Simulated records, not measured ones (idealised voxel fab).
process module | voxel gate over fins
cross-section cut | 190 nm wide | cells 5 nm
A cross-section is a grid of square cells, given in bands from the top down. A band is one or more rows of cells.
Each band's line starts with the height of the band's top and of its bottom, in nm. Then come its materials from left to right, each with its width in nm. One material with "throughout" fills the band from edge to edge. "air" is empty space.
Height 0 is the level under which the wafer as received is all one material. The lowest band goes on downwards, as in "0 down".
A width such as "30 to 40" changes by the same amount from each row of cells to the next, from the band's top row to its bottom row.
"no change" after a step means that no cell of the cross-section changed.
closed voids: empty space of 8 cells or more with no open way to the top, each as width x height at its distance from the left edge, in nm
after a step's settings: what the simulator itself notes on the step
overlay nm, on a step with a mask: how far to the right of its planned place the mask lay; to the left if negative
plan
1 op RECEIVE | material Si
2 op CONFORMAL_DEP | material SiN | thk nm 10
3 op DIRECTIONAL_DEP | material aC | thk nm 15
4 op PATTERN | tone cover | mask id FINS | material resist | width nm 15 | pitch nm 40 | thk nm 30 | overlay nm 0
5 op DIRECTIONAL_ETCH | etch materials aC | depth nm 15
6 op STRIP | etch materials resist
7 op DIRECTIONAL_ETCH | etch materials SiN | depth nm 10
8 op DIRECTIONAL_ETCH | etch materials Si | depth nm 30
9 op STRIP | etch materials aC
10 op FILL_DEP | material SiO2 | thk nm 10
11 op CMP | height nm 10
12 op SELECTIVE_ETCH | etch materials SiO2 | depth nm 25
13 op STRIP | etch materials SiN
14 op CONFORMAL_DEP | material HfO2 | thk nm 5
15 op CONFORMAL_DEP | material TiN | thk nm 5
16 op CONFORMAL_DEP | material TiAl | thk nm 5
17 op CONFORMAL_DEP | material TiN | thk nm 5
18 op FILL_DEP | material W | thk nm 10
19 op CMP | height nm 25
20 op CONFORMAL_DEP | material SiCN | thk nm 5
as received, after step 1
  0 down: Si throughout
  closed voids: none
first wafer at the end, as planned
  30 to 25: SiCN throughout
  25 to 20: W throughout
  20 to 15: W 25 | TiN 135 | W 30
  15 to 10: W 25 | TiN 5 | TiAl 125 | TiN 5 | W 30
  10 to 5: W 25 | TiN 5 | TiAl 5 | TiN 35 | TiAl 5 | TiN 35 | TiAl 5 | TiN 35 | TiAl 5 | TiN 5 | W 30
  5 to 0: TiN 30 | TiAl 5 | TiN 5 | HfO2 25 | TiN 5 | TiAl 5 | TiN 5 | HfO2 25 | TiN 5 | TiAl 5 | TiN 5 | HfO2 25 | TiN 5 | TiAl 5 | TiN 35
  0 to -5: TiAl 35 | TiN 5 | HfO2 5 | Si 15 | HfO2 5 | TiN 5 | TiAl 5 | TiN 5 | HfO2 5 | Si 15 | HfO2 5 | TiN 5 | TiAl 5 | TiN 5 | HfO2 5 | Si 15 | HfO2 5 | TiN 5 | TiAl 40
  -5 to -10: TiN 40 | HfO2 5 | Si 15 | HfO2 5 | TiN 15 | HfO2 5 | Si 15 | HfO2 5 | TiN 15 | HfO2 5 | Si 15 | HfO2 5 | TiN 45
  -10 to -15: HfO2 45 | Si 15 | HfO2 25 | Si 15 | HfO2 25 | Si 15 | HfO2 50
  -15 to -30: SiO2 45 | Si 15 | SiO2 25 | Si 15 | SiO2 25 | Si 15 | SiO2 50
  -30 down: Si throughout
  closed voids: none
second wafer at the end: like start, like plan, one mistake
  20 to 15: SiCN throughout
  15 to 10: W 25 | TiN 5 | TiAl 125 | TiN 5 | W 30
  10 to 5: W 25 | TiN 5 | TiAl 5 | TiN 35 | TiAl 5 | TiN 35 | TiAl 5 | TiN 35 | TiAl 5 | TiN 5 | W 30
  5 to 0: TiN 30 | TiAl 5 | TiN 5 | HfO2 25 | TiN 5 | TiAl 5 | TiN 5 | HfO2 25 | TiN 5 | TiAl 5 | TiN 5 | HfO2 25 | TiN 5 | TiAl 5 | TiN 35
  0 to -5: TiAl 35 | TiN 5 | HfO2 5 | Si 15 | HfO2 5 | TiN 5 | TiAl 5 | TiN 5 | HfO2 5 | Si 15 | HfO2 5 | TiN 5 | TiAl 5 | TiN 5 | HfO2 5 | Si 15 | HfO2 5 | TiN 5 | TiAl 40
  -5 to -10: TiN 40 | HfO2 5 | Si 15 | HfO2 5 | TiN 15 | HfO2 5 | Si 15 | HfO2 5 | TiN 15 | HfO2 5 | Si 15 | HfO2 5 | TiN 45
  -10 to -15: HfO2 45 | Si 15 | HfO2 25 | Si 15 | HfO2 25 | Si 15 | HfO2 50
  -15 to -30: SiO2 45 | Si 15 | SiO2 25 | Si 15 | SiO2 25 | Si 15 | SiO2 50
  -30 down: Si throughout
  closed voids: none
what went wrong: step 19 ran as: op CMP | height nm 15
at the end the second wafer has, in cells: 27 fewer of TiN | 49 fewer of W
